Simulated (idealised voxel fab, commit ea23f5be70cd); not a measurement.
The following is a process module called voxel released beams.
This is section cut - it's 185 nm across, gridded in 5 nm square cells.
A cross-section is written here as square cells arranged in a grid, and it is given in bands from the top down, each band taking up one or more rows of cells.
Basically the band line says how high the top is and how high the bottom is, in nm, and then what's in it from left to right, every material with its width in nm. Empty space shows up as "empty", and if a single material carries "throughout" it runs the full band edge to edge.
Below 0: as-received wafer, all one material; heights counted from there. Lowest band: no bottom, goes on down, written "0 and below".
Think of "30->40" as a width that walks from the first number to the second as you go down the band, top row to bottom row, taking equal-sized steps from row to row.
Where a step carries "left unchanged", the cross-section came out of it unchanged, cell for cell.
"Unvented internal voids" contains a list of empty spaces, each no smaller than 8 cells and without an open way to the top, written in the form width x height at distance with the distance from the left edge and all three in nm.
Where a step's line continues beyond its settings, the continuation is a remark by the simulator itself on that step.
"overlay nm" denotes, for a step that has a mask, the displacement of the mask to the right of its planned place, with negative values corresponding to the left.
The following list gives the planned process steps:
1 RECEIVE | material Si
2 CONFORMAL_DEP | material Al2O3 | thk nm 10
3 DIRECTIONAL_DEP | material SiO2 | thk nm 15
4 DIRECTIONAL_DEP | material aC | thk nm 15
5 PATTERN | tone open | mask id ANCHOR | material resist | width nm 40 | thk nm 35 | overlay nm 0
6 DIRECTIONAL_ETCH | etch materials aC | depth nm 15
7 STRIP | etch materials resist
8 DIRECTIONAL_ETCH | etch materials SiO2 | depth nm 15
9 STRIP | etch materials aC
10 CONFORMAL_DEP | material W | thk nm 15
11 MASKED_ETCH | tone cover | mask id BEAM | width nm 105 | etch materials W | depth nm 15 | overlay nm 0
12 STRIP | etch materials SiO2
First of the two wafers, run per plan:
Cross-section of the wafer upon arrival, representing the state reached after step 1:
  0 and below = Si throughout
  Unvented internal voids: none
Upon completion of step 2, the wafer appears in cross-section as shown:
  10 down to 0 = Al2O3 throughout
  Under 0: no change, same as before.
Upon completion of step 3, the wafer appears in cross-section as shown:
  25 down to 10 = SiO2 throughout
  Under 10: no change, same as before.
Upon completion of step 4, the wafer appears in cross-section as shown:
  40 down to 25 = aC throughout
  Under 25: no change, same as before.
Upon completion of step 5, the wafer appears in cross-section as shown:
  75 down to 40 = resist 40 nm / empty 40 nm / resist 105 nm
  Under 40: no change, same as before.
Upon completion of step 6, the wafer appears in cross-section as shown:
  60 down to 40 = resist 40 nm / empty 40 nm / resist 105 nm
  40 down to 25 = aC 40 nm / empty 40 nm / aC 105 nm
  Under 25: no change, same as before.
Upon completion of step 7, the wafer appears in cross-section as shown:
  40 down to 25 = aC 40 nm / empty 40 nm / aC 105 nm
  Under 25: no change, same as before.
Upon completion of step 8, the wafer appears in cross-section as shown:
  40 down to 25 = aC 40 nm / empty 40 nm / aC 105 nm
  25 down to 10 = SiO2 40 nm / empty 40 nm / SiO2 105 nm
  Under 10: no change, same as before.
Upon completion of step 9, the wafer appears in cross-section as shown:
  25 down to 10 = SiO2 40 nm / empty 40 nm / SiO2 105 nm
  Under 10: no change, same as before.
Upon completion of step 10, the wafer appears in cross-section as shown:
  40 down to 25 = W 55 nm / empty 10 nm / W 120 nm
  25 down to 10 = SiO2 40 nm / W 40 nm / SiO2 105 nm
  Under 10: no change, same as before.
Upon completion of step 11, the wafer appears in cross-section as shown:
  40 down to 25 = empty 35 nm / W 20 nm / empty 10 nm / W 75 nm / empty 45 nm
  Under 25: no change, same as before.
Upon completion of step 12, the wafer appears in cross-section as shown:
  40 down to 25 = empty 35 nm / W 20 nm / empty 10 nm / W 75 nm / empty 45 nm
  25 down to 10 = empty 40 nm / W 40 nm / empty 105 nm
  Under 10: no change, same as before.
The Second Wafer: Common Origin and Plan, One Mistake in Execution, Identical to the First Through Step 9:
The second wafer cut through, at the time step 10 was supposed to be finished:
  55 down to 25 = W throughout
  25 down to 10 = SiO2 40 nm / W 40 nm / SiO2 105 nm
  Under 10: no change, same as before.
The second wafer cut through, at the time step 11 was supposed to be finished:
  55 down to 40 = empty 35 nm / W 105 nm / empty 45 nm
  Under 40: no change, same as before.
The second wafer cut through, at the time step 12 was supposed to be finished: left unchanged
Short version of what went wrong: twice over, step 10 of the plan was run
End check, counted in cells, second wafer has more or fewer of these materials than the first: 87 more of SiO2, 117 more of W
